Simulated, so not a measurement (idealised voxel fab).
process module | voxel capacitor over wiring
Pictured: cross-section cut, 205 nm wide, on a grid of 5 nm square cells.
Think of the cross-section as a grid of square cells. We describe it in bands, top to bottom, and each band covers one or more rows of those cells. The band entry comprises the height of the band's top followed by the height of its bottom, expressed in nm, and subsequently the band's materials from left to right, each stated together with its width in nm. Where a single material is marked with the word "all across", that material fills the band from edge to edge. The word "blank" represents empty space. Beneath 0, the wafer as received is one material, and that level is where height counting begins. The lowest band goes on downward without a bottom; it is written like "0 down". With a width like "30..40", each row of cells in the band differs from the next by the same amount, the top row carrying the first number and the bottom row the second. Key: "same as before" - step with no changed cell in the cross-section. Any empty space of 8 cells or more lacking an open way to the top shows up in "Enclosed internal cavities" as width x height at distance, distance from the left edge, in nm. Step line, after settings: the simulator's comment on this step. overlay nm: right-of-plan distance of the mask on a masked step; negative values mean left-of-plan.

Steps in the process plan:
| 1 | RECEIVE [material Si] |
| 2 | CONFORMAL_DEP [material SiO2] [thk nm 15] |
| 3 | DIRECTIONAL_DEP [material TiN] [thk nm 5] |
| 4 | DIRECTIONAL_DEP [material Ru] [thk nm 20] |
| 5 | PATTERN [tone cover] [mask id METAL_1] [material resist] [width nm 25] [pitch nm 90] [thk nm 20] [overlay nm 0] |
| 6 | DIRECTIONAL_ETCH [etch materials Ru] [depth nm 20] |
| 7 | DIRECTIONAL_ETCH [etch materials TiN] [depth nm 5] |
| 8 | STRIP [etch materials resist] |
| 9 | CONFORMAL_DEP [material SiCN] [thk nm 5] |
| 10 | FILL_DEP [material lowk] [thk nm 5] |
| 11 | CMP [height nm 40] |
| 12 | CONFORMAL_DEP [material SiCN] [thk nm 5] |
| 13 | DIRECTIONAL_DEP [material SiO2] [thk nm 10] |
| 14 | PATTERN [tone open] [mask id PLUG_1] [material resist] [width nm 15] [thk nm 20] [overlay nm 0] |
| 15 | DIRECTIONAL_ETCH [etch materials SiO2] [depth nm 10] |
| 16 | DIRECTIONAL_ETCH [etch materials SiCN] [depth nm 5] |
| 17 | STRIP [etch materials resist] |
| 18 | EPI [material Ru] [thk nm 10] |
| 19 | EPI [material Ru] [thk nm 5] |
| 20 | DIRECTIONAL_DEP [material TiN] [thk nm 10] |
| 21 | DIRECTIONAL_DEP [material Al2O3] [thk nm 5] |
| 22 | DIRECTIONAL_DEP [material TiN] [thk nm 10] |
| 23 | PATTERN [tone cover] [mask id UPPER_PLATE] [material resist] [width nm 70] [thk nm 15] [overlay nm 0] |
| 24 | DIRECTIONAL_ETCH [etch materials TiN] [depth nm 10] |
| 25 | DIRECTIONAL_ETCH [etch materials Al2O3] [depth nm 5] |
| 26 | STRIP [etch materials resist] |
| 27 | PATTERN [tone cover] [mask id LOWER_PLATE] [material resist] [width nm 80] [thk nm 20] [overlay nm 0] |
| 28 | DIRECTIONAL_ETCH [etch materials TiN] [depth nm 10] |
| 29 | STRIP [etch materials resist] |
| 30 | FILL_DEP [material SiO2] [thk nm 20] |
| 31 | CMP [height nm 95] |
| 32 | DIRECTIONAL_DEP [material aC] [thk nm 15] |
| 33 | PATTERN [tone open] [mask id PLUG_2] [material resist] [width nm 15] [thk nm 30] [overlay nm 0] |
| 34 | DIRECTIONAL_ETCH [etch materials aC] [depth nm 15] |
| 35 | STRIP [etch materials resist] |
| 36 | DIRECTIONAL_ETCH [etch materials SiO2] [depth nm 15] |
| 37 | STRIP [etch materials aC] |
| 38 | CONFORMAL_DEP [material TiN] [thk nm 5] |
| 39 | FILL_DEP [material W] [thk nm 10] |
| 40 | CMP [height nm 95] |
| 41 | CONFORMAL_DEP [material SiCN] [thk nm 5] |

As received (post step 1): cross-section:
  0 down  Si all across
  Enclosed internal cavities: none

Cross-sectional image of the first of two wafers at the end of the module, the run having proceeded as planned:
  100 to 95  SiCN all across
  95 to 85  65 nm SiO2  5 nm TiN  5 nm W  5 nm TiN  125 nm SiO2
  85 to 80  65 nm SiO2  15 nm TiN  125 nm SiO2
  80 to 70  55 nm SiO2  70 nm TiN  80 nm SiO2
  70 to 65  55 nm SiO2  70 nm Al2O3  80 nm SiO2
  65 to 55  50 nm SiO2  80 nm TiN  75 nm SiO2
  55 to 45  55 nm SiO2  15 nm Ru  135 nm SiO2
  45 to 40  55 nm SiCN  15 nm Ru  135 nm SiCN
  40 to 20  40 nm lowk  5 nm SiCN  25 nm Ru  5 nm SiCN  55 nm lowk  5 nm SiCN  25 nm Ru  5 nm SiCN  40 nm lowk
  20 to 15  45 nm SiCN  25 nm TiN  65 nm SiCN  25 nm TiN  45 nm SiCN
  15 to 0  SiO2 all across
  0 down  Si all across
  Enclosed internal cavities: none

What the second wafer looks like in cross-section once the module is done. Its start and its plan matched the first wafer's exactly; what differed was one mistake in how it was run:
  100 to 95  SiCN all across
  95 to 85  65 nm SiO2  5 nm TiN  5 nm W  5 nm TiN  125 nm SiO2
  85 to 80  65 nm SiO2  15 nm TiN  125 nm SiO2
  80 to 70  55 nm SiO2  70 nm TiN  80 nm SiO2
  70 to 65  aC all across
  65 to 55  TiN all across
  55 to 45  55 nm SiO2  15 nm Ru  135 nm SiO2
  45 to 40  55 nm SiCN  15 nm Ru  135 nm SiCN
  40 to 20  40 nm lowk  5 nm SiCN  25 nm Ru  5 nm SiCN  55 nm lowk  5 nm SiCN  25 nm Ru  5 nm SiCN  40 nm lowk
  20 to 15  45 nm SiCN  25 nm TiN  65 nm SiCN  25 nm TiN  45 nm SiCN
  15 to 0  SiO2 all across
  0 down  Si all across
  Enclosed internal cavities: none
Which mistake was made when the wafer was run? for step 21, the planned setting was not used; the step was instead run as DIRECTIONAL_DEP [material aC] [thk nm 5]
Looking at both finished wafers in cells, the second ends up ahead of or behind the first on some materials: Al2O3 -14 | SiO2 -77 | TiN +50 | aC +41
